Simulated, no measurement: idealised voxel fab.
Process module under the name voxel double patterning
The cross-section shown here is cut; it is 165 nm wide and divided into square cells measuring 5 nm on a side.
Heads up, the way a cross-section reads in here is a grid of square cells, handed over as bands from the top down, with every band being one or more rows of cells. Band entry format. Leading values: height of top, height of bottom, nm. Remainder: materials in left-to-right order, each with its width in nm. Special words: "all across" on a single material, which then fills the band edge to edge; "blank", empty space. Height 0 is the level under which the wafer as received is all one material. The lowest band goes on downwards, as in "0 nm and below". Per-row width for "30..40": begins at first number (top row of band), ends at second number (bottom row), increment between rows held constant. A step reported as "left unchanged" is a step in which no cell of the cross-section changed. "Unvented cavities": sealed empty spaces, 8 cells or more, no open way to top, listed width x height at distance, with distance from the left edge and width, height and distance in nm. On a step's line, text after the settings is the simulator commenting on that step. The setting "overlay nm" may be written on the line of a step. When the step uses a mask, the value reports how far to the right of the planned place the mask lay, and a negative value reports that it lay to the left.

Steps in the process plan
1: RECEIVE | material Si
2: CONFORMAL_DEP | material SiN | thk nm 5
3: DIRECTIONAL_DEP | material SiO2 | thk nm 15
4: DIRECTIONAL_DEP | material SiCN | thk nm 5
5: DIRECTIONAL_DEP | material aC | thk nm 15
6: PATTERN | tone open | mask id FIRST | material resist | width nm 15 | pitch nm 50 | thk nm 35 | overlay nm 0
7: DIRECTIONAL_ETCH | etch materials aC | depth nm 15
8: STRIP | etch materials resist
9: DIRECTIONAL_ETCH | etch materials SiCN | depth nm 5
10: STRIP | etch materials aC
11: DIRECTIONAL_DEP | material aC | thk nm 15
12: PATTERN | tone open | mask id SECOND | material resist | width nm 15 | thk nm 35 | overlay nm 0
13: DIRECTIONAL_ETCH | etch materials aC | depth nm 15
14: STRIP | etch materials resist
15: DIRECTIONAL_ETCH | etch materials SiCN | depth nm 5
16: STRIP | etch materials aC
17: DIRECTIONAL_ETCH | etch materials SiO2 | depth nm 15
18: STRIP | etch materials SiCN

Received-state cross-section, reflecting completion of step 1
    0 nm and below | Si all across
    Unvented cavities: none

Module complete - cross-section of the first of two wafers, run according to plan
    20 nm to 5 nm | 50 nm SiO2  15 nm blank  10 nm SiO2  15 nm blank  10 nm SiO2  15 nm blank  50 nm SiO2
    5 nm to 0 nm | SiN all across
    0 nm and below | Si all across
    Unvented cavities: none

Second wafer through the module, sectioned at the end: same beginning and same plan as the first wafer, with one mistake in carrying it out
    30 nm to 15 nm | 50 nm SiO2  15 nm blank  10 nm SiO2  15 nm blank  10 nm SiO2  15 nm blank  50 nm SiO2
    15 nm to 0 nm | SiN all across
    0 nm and below | Si all across
    Unvented cavities: none
In executing the process, a mistake was made relative to the plan: note that step 2 departed from the planned setting and was carried out as CONFORMAL_DEP | material SiN | thk nm 15
Looking at both finished wafers in cells, the second ends up ahead of or behind the first on some materials: SiN: 66 more
